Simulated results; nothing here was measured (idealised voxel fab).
process module | voxel gate over fins
cross-section cut | 165 nm wide | cells 5 nm
A cross-section is a grid of square cells, given in bands from the top down. A band is one or more rows of cells.
Each band's line starts with the height of the band's top and of its bottom, in nm. Then come its materials from left to right, each with its width in nm. One material with "throughout" fills the band from edge to edge. "air" is empty space.
Height 0 is the level under which the wafer as received is all one material. The lowest band goes on downwards, as in "0 down".
A width such as "30 to 40" changes by the same amount from each row of cells to the next, from the band's top row to its bottom row.
"no change" after a step means that no cell of the cross-section changed.
closed voids: empty space of 8 cells or more with no open way to the top, each as width x height at its distance from the left edge, in nm
after a step's settings: what the simulator itself notes on the step
overlay nm, on a step with a mask: how far to the right of its planned place the mask lay; to the left if negative
plan
1 op RECEIVE | material Si
2 op CONFORMAL_DEP | material SiN | thk nm 5
3 op MASKED_ETCH | tone cover | mask id FINS | width nm 15 | pitch nm 55 | etch materials SiN | depth nm 5 | overlay nm 0
4 op MASKED_ETCH | tone cover | mask id FINS | width nm 15 | pitch nm 55 | etch materials Si | depth nm 40 | overlay nm 0
5 op OXIDIZE | depth nm 5
6 op FILL_DEP | material SiO2 | thk nm 15
7 op CMP | height nm 5
8 op PATTERN | tone open | mask id RAIL | material resist | width nm 15 | thk nm 15 | overlay nm 0
9 op DIRECTIONAL_ETCH | etch materials SiO2 | depth nm 40
10 op STRIP | etch materials resist
11 op CONFORMAL_DEP | material TiN | thk nm 5
12 op FILL_DEP | material W | thk nm 5
13 op CMP | height nm 5
14 op SELECTIVE_ETCH | etch materials W Ru TiN | depth nm 25
15 op FILL_DEP | material SiO2 | thk nm 5
16 op CMP | height nm 5
17 op SELECTIVE_ETCH | etch materials SiO2 | depth nm 15
18 op STRIP | etch materials SiN
19 op CONFORMAL_DEP | material HfO2 | thk nm 5
20 op CONFORMAL_DEP | material TiN | thk nm 5
21 op CONFORMAL_DEP | material TiAl | thk nm 5
22 op CONFORMAL_DEP | material TiN | thk nm 5
23 op FILL_DEP | material W | thk nm 15
24 op CMP | height nm 30
25 op CONFORMAL_DEP | material SiN | thk nm 5
as received, after step 1
  0 down: Si throughout
  closed voids: none
first wafer at the end, as planned
  35 to 30: SiN throughout
  30 to 20: W throughout
  20 to 15: W 30 | TiN 45 | W 10 | TiN 45 | W 35
  15 to 10: W 30 | TiN 5 | TiAl 35 | TiN 5 | W 10 | TiN 5 | TiAl 35 | TiN 5 | W 35
  10 to 5: TiN 35 | TiAl 5 | TiN 25 | TiAl 5 | TiN 20 | TiAl 5 | TiN 25 | TiAl 5 | TiN 40
  5 to 0: TiAl 40 | TiN 5 | HfO2 15 | TiN 5 | TiAl 30 | TiN 5 | HfO2 15 | TiN 5 | TiAl 45
  0 to -5: TiN 45 | HfO2 5 | Si 5 | HfO2 5 | TiN 40 | HfO2 5 | Si 5 | HfO2 5 | TiN 50
  -5 to -10: HfO2 50 | Si 5 | HfO2 50 | Si 5 | HfO2 55
  -10 to -20: SiO2 50 | Si 5 | SiO2 50 | Si 5 | SiO2 55
  -20 to -30: SiO2 50 | Si 5 | SiO2 15 | TiN 5 | W 5 | TiN 5 | SiO2 20 | Si 5 | SiO2 55
  -30 to -35: SiO2 50 | Si 5 | SiO2 15 | TiN 15 | SiO2 20 | Si 5 | SiO2 55
  -35 to -45: SiO2 50 | Si 5 | SiO2 50 | Si 5 | SiO2 55
  -45 down: Si throughout
  closed voids: none
second wafer at the end: like start, like plan, one mistake
  35 to 30: SiN throughout
  30 to 20: W throughout
  20 to 15: W 30 | TiN 45 | W 10 | TiN 45 | W 35
  15 to 10: W 30 | TiN 5 | TiAl 35 | TiN 5 | W 10 | TiN 5 | TiAl 35 | TiN 5 | W 35
  10 to 5: TiN 35 | TiAl 5 | TiN 25 | TiAl 5 | TiN 20 | TiAl 5 | TiN 25 | TiAl 5 | TiN 40
  5 to 0: TiAl 40 | TiN 5 | HfO2 15 | TiN 5 | TiAl 30 | TiN 5 | HfO2 15 | TiN 5 | TiAl 45
  0 to -5: TiN 45 | HfO2 5 | Si 5 | HfO2 5 | TiN 40 | HfO2 5 | Si 5 | HfO2 5 | TiN 50
  -5 to -10: HfO2 50 | Si 5 | HfO2 50 | Si 5 | HfO2 55
  -10 to -20: SiO2 50 | Si 5 | SiO2 50 | Si 5 | SiO2 55
  -20 to -30: W 40 | TiN 5 | SiO2 5 | Si 5 | SiO2 5 | TiN 10 | SiO2 15 | TiN 5 | W 5 | TiN 5 | SiO2 5 | Si 5 | SiO2 5 | TiN 5 | W 45
  -30 to -35: TiN 45 | SiO2 5 | Si 5 | SiO2 5 | TiN 10 | SiO2 15 | TiN 15 | SiO2 5 | Si 5 | SiO2 5 | TiN 50
  -35 to -45: SiO2 50 | Si 5 | SiO2 50 | Si 5 | SiO2 55
  -45 down: Si throughout
  closed voids: none
what went wrong: step 8 ran as: op PATTERN | tone cover | mask id RAIL | material resist | width nm 15 | thk nm 15 | overlay nm 0
at the end the second wafer has, in cells: 63 fewer of SiO2 | 29 more of TiN | 34 more of W
